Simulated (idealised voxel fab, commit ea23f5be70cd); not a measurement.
The document below concerns the process module designated voxel transistor to metal.
It is cross-section cut that appears here, measuring 145 nm in width, its square cells being 5 nm in size.
Each cross-section below is a grid of square cells, stated as bands in top-down order, with one or more rows of cells making up each band. Quick guide to a band line: top height, bottom height (nm) up front; then every material left to right with its width in nm. Only one material and it's marked "all across"? Then it fills the band edge to edge. And "empty" just means empty space. Height is counted from the level 0, under which the received wafer is composed throughout of one material. The lowest of the bands is not closed at the bottom but continues downward, in the notation "top 0, no bottom". Per-row width for "30->40": begins at first number (top row of band), ends at second number (bottom row), increment between rows held constant. The cross-section has no changed cell in any step marked "changes: none". For the entry "Listed closed voids", the listed items are empty spaces with no open way to the top whose size is 8 cells or more; each item follows the pattern width x height at distance, where distance is from the left edge and all three are in nm. The remark found on a step's line after its settings is issued by the simulator itself and pertains to that step. overlay nm: on a step with a mask, how far right of its planned place the mask lay; negative means left.

Plan:
- 1: RECEIVE,material Si
- 2: OXIDIZE,depth nm 5
- 3: CONFORMAL_DEP,material SiN,thk nm 15
- 4: DIRECTIONAL_DEP,material aC,thk nm 10
- 5: PATTERN,tone cover,mask id ACTIVE,material resist,width nm 100,thk nm 30,overlay nm 0
- 6: DIRECTIONAL_ETCH,etch materials aC,depth nm 10
- 7: STRIP,etch materials resist
- 8: DIRECTIONAL_ETCH,etch materials SiN,depth nm 15
- 9: DIRECTIONAL_ETCH,etch materials SiO2,depth nm 5
- 10: DIRECTIONAL_ETCH,etch materials Si,depth nm 25
- 11: STRIP,etch materials aC
- 12: FILL_DEP,material SiO2,thk nm 15
- 13: CMP,height nm 15
- 14: SELECTIVE_ETCH,etch materials SiO2,depth nm 10
- 15: STRIP,etch materials SiN
- 16: SELECTIVE_ETCH,etch materials SiO2,depth nm 5
- 17: OXIDIZE,depth nm 5
- 18: DIRECTIONAL_DEP,material polySi,thk nm 20
- 19: DIRECTIONAL_DEP,material SiCN,thk nm 15
- 20: PATTERN,tone cover,mask id GATE,material resist,width nm 20,thk nm 15,overlay nm 0
- 21: DIRECTIONAL_ETCH,etch materials SiCN,depth nm 25
- 22: DIRECTIONAL_ETCH,etch materials polySi,depth nm 30
- 23: STRIP,etch materials resist
- 24: CONFORMAL_DEP,material SiO2,thk nm 5
- 25: DIRECTIONAL_ETCH,etch materials SiO2,depth nm 5
- 26: CONFORMAL_DEP,material SiN,thk nm 5
- 27: DIRECTIONAL_ETCH,etch materials SiN,depth nm 5
- 28: DIRECTIONAL_ETCH,etch materials SiO2,depth nm 5
- 29: DIRECTIONAL_ETCH,etch materials Si,depth nm 10
- 30: EPI,material nSi,thk nm 10
- 31: FILL_DEP,material SiO2,thk nm 5
- 32: CMP,height nm 30
- 33: DIRECTIONAL_DEP,material SiO2,thk nm 10
- 34: PATTERN,tone open,mask id CONTACT,material resist,width nm 30,pitch nm 60,thk nm 20,overlay nm 0
- 35: DIRECTIONAL_ETCH,etch materials SiO2,depth nm 50
- 36: STRIP,etch materials resist
- 37: CONFORMAL_DEP,material TiN,thk nm 5
- 38: FILL_DEP,material W,thk nm 10
- 39: CMP,height nm 40
- 40: CONFORMAL_DEP,material SiCN,thk nm 5
- 41: DIRECTIONAL_DEP,material lowk,thk nm 15
- 42: PATTERN,tone open,mask id METAL_1,material resist,width nm 20,pitch nm 70,thk nm 15,overlay nm 0
- 43: DIRECTIONAL_ETCH,etch materials lowk,depth nm 15
- 44: DIRECTIONAL_ETCH,etch materials SiCN,depth nm 5
- 45: STRIP,etch materials resist
- 46: CONFORMAL_DEP,material TiN,thk nm 5
- 47: FILL_DEP,material Cu,thk nm 10
- 48: CMP,height nm 60
- 49: CONFORMAL_DEP,material SiCN,thk nm 5
- 50: DIRECTIONAL_DEP,material SiO2,thk nm 35
- 51: DIRECTIONAL_DEP,material aC,thk nm 10
- 52: PATTERN,tone open,mask id METAL_2_HOLES,material resist,width nm 15,pitch nm 70,thk nm 25,overlay nm 0
- 53: DIRECTIONAL_ETCH,etch materials aC,depth nm 10
- 54: STRIP,etch materials resist
- 55: DIRECTIONAL_ETCH,etch materials SiO2,depth nm 35
- 56: STRIP,etch materials aC
- 57: PATTERN,tone open,mask id METAL_2,material resist,width nm 20,pitch nm 70,thk nm 15,overlay nm 0
- 58: DIRECTIONAL_ETCH,etch materials SiO2,depth nm 20
- 59: DIRECTIONAL_ETCH,etch materials SiCN,depth nm 5
- 60: STRIP,etch materials resist
- 61: CONFORMAL_DEP,material TiN,thk nm 5
- 62: FILL_DEP,material Cu,thk nm 10
- 63: CMP,height nm 100
- 64: CONFORMAL_DEP,material SiN,thk nm 5

As-received state of the wafer in cross-section, equivalent to post-step 1:
	top 0, no bottom: Si all across
	Listed closed voids: none

Cross-section: first of two wafers, module finished, run according to plan:
	top 105, bottom 100: SiN all across
	top 100, bottom 85: 25 of SiO2; 5 of TiN; 10 of Cu; 5 of TiN; 50 of SiO2; 5 of TiN; 10 of Cu; 5 of TiN; 30 of SiO2
	top 85, bottom 80: 25 of SiO2; 5 of TiN; 5 of Cu; 10 of TiN; 50 of SiO2; 5 of TiN; 5 of Cu; 10 of TiN; 30 of SiO2
	top 80, bottom 65: 25 of SiO2; 5 of TiN; 5 of Cu; 5 of TiN; 55 of SiO2; 5 of TiN; 5 of Cu; 5 of TiN; 35 of SiO2
	top 65, bottom 60: 25 of SiCN; 15 of TiN; 55 of SiCN; 15 of TiN; 35 of SiCN
	top 60, bottom 45: 25 of lowk; 5 of TiN; 10 of Cu; 5 of TiN; 50 of lowk; 5 of TiN; 10 of Cu; 5 of TiN; 30 of lowk
	top 45, bottom 40: 25 of SiCN; 20 of TiN; 50 of SiCN; 20 of TiN; 30 of SiCN
	top 40, bottom 30: 25 of SiO2; 5 of TiN; 20->15 of W; 5->10 of TiN; 30 of SiO2; 5->10 of TiN; 20->15 of W; 5 of TiN; 30 of SiO2
	top 30, bottom 15: 25 of SiO2; 5 of TiN; 15 of W; 5 of TiN; 5 of SiN; 5 of SiO2; 20 of SiCN; 5 of SiO2; 5 of SiN; 5 of TiN; 15 of W; 5 of TiN; 30 of SiO2
	top 15, bottom 5: 25 of SiO2; 5 of TiN; 15 of W; 5 of TiN; 5 of SiN; 5 of SiO2; 20 of polySi; 5 of SiO2; 5 of SiN; 5 of TiN; 15 of W; 5 of TiN; 30 of SiO2
	top 5, bottom 0: 25 of SiO2; 25 of TiN; 5 of SiN; 5 of SiO2; 20 of polySi; 5 of SiO2; 5 of SiN; 25 of TiN; 30 of SiO2
	top 0, bottom -5: 20 of SiO2; 5 of SiN; 10 of nSi; 5 of TiN; 10 of nSi; 5 of SiN; 5 of SiO2; 20 of polySi; 5 of SiO2; 5 of SiN; 10 of nSi; 5 of TiN; 10 of nSi; 5 of SiN; 25 of SiO2
	top -5, bottom -10: 25 of SiO2; 10 of nSi; 5 of TiN; 10 of nSi; 40 of SiO2; 10 of nSi; 5 of TiN; 10 of nSi; 30 of SiO2
	top -10, bottom -20: 20 of SiO2; 5 of Si; 25 of nSi; 40 of Si; 25 of nSi; 5 of Si; 25 of SiO2
	top -20, bottom -30: 20 of SiO2; 100 of Si; 25 of SiO2
	top -30, no bottom: Si all across
	Listed closed voids: none

Wafer two (of two), end-of-module cross-section: start = wafer one, plan = wafer one, one run mistake:
	top 105, bottom 100: SiN all across
	top 100, bottom 85: 25 of SiO2; 5 of TiN; 10 of Cu; 5 of TiN; 50 of SiO2; 5 of TiN; 10 of Cu; 5 of TiN; 30 of SiO2
	top 85, bottom 80: 25 of SiO2; 5 of TiN; 5 of Cu; 10 of TiN; 50 of SiO2; 5 of TiN; 5 of Cu; 10 of TiN; 30 of SiO2
	top 80, bottom 65: 25 of SiO2; 5 of TiN; 5 of Cu; 5 of TiN; 55 of SiO2; 5 of TiN; 5 of Cu; 5 of TiN; 35 of SiO2
	top 65, bottom 60: 25 of SiCN; 15 of TiN; 55 of SiCN; 15 of TiN; 35 of SiCN
	top 60, bottom 50: 25 of lowk; 5 of TiN; 10 of Cu; 5 of TiN; 50 of lowk; 5 of TiN; 10 of Cu; 5 of TiN; 30 of lowk
	top 50, bottom 45: 25 of SiCN; 20 of TiN; 50 of SiCN; 20 of TiN; 30 of SiCN
	top 45, bottom 40: 30 of TiN; 20 of W; 40 of TiN; 20 of W; 35 of TiN
	top 40, bottom 30: 25 of SiO2; 5 of TiN; 20->15 of W; 5->10 of TiN; 30 of SiO2; 5->10 of TiN; 20->15 of W; 5 of TiN; 30 of SiO2
	top 30, bottom 15: 25 of SiO2; 5 of TiN; 15 of W; 5 of TiN; 5 of SiN; 5 of SiO2; 20 of SiCN; 5 of SiO2; 5 of SiN; 5 of TiN; 15 of W; 5 of TiN; 30 of SiO2
	top 15, bottom 5: 25 of SiO2; 5 of TiN; 15 of W; 5 of TiN; 5 of SiN; 5 of SiO2; 20 of polySi; 5 of SiO2; 5 of SiN; 5 of TiN; 15 of W; 5 of TiN; 30 of SiO2
	top 5, bottom 0: 25 of SiO2; 25 of TiN; 5 of SiN; 5 of SiO2; 20 of polySi; 5 of SiO2; 5 of SiN; 25 of TiN; 30 of SiO2
	top 0, bottom -5: 20 of SiO2; 5 of SiN; 10 of nSi; 5 of TiN; 10 of nSi; 5 of SiN; 5 of SiO2; 20 of polySi; 5 of SiO2; 5 of SiN; 10 of nSi; 5 of TiN; 10 of nSi; 5 of SiN; 25 of SiO2
	top -5, bottom -10: 25 of SiO2; 10 of nSi; 5 of TiN; 10 of nSi; 40 of SiO2; 10 of nSi; 5 of TiN; 10 of nSi; 30 of SiO2
	top -10, bottom -20: 20 of SiO2; 5 of Si; 25 of nSi; 40 of Si; 25 of nSi; 5 of Si; 25 of SiO2
	top -20, bottom -30: 20 of SiO2; 100 of Si; 25 of SiO2
	top -30, no bottom: Si all across
	Listed closed voids: none
The plan and the run diverged here: step 39 went in with a setting other than planned; the actual run was CMP,height nm 45
End check, counted in cells, second wafer has more or fewer of these materials than the first: Cu: 4 fewer | TiN: 17 more | W: 8 more | lowk: 21 fewer
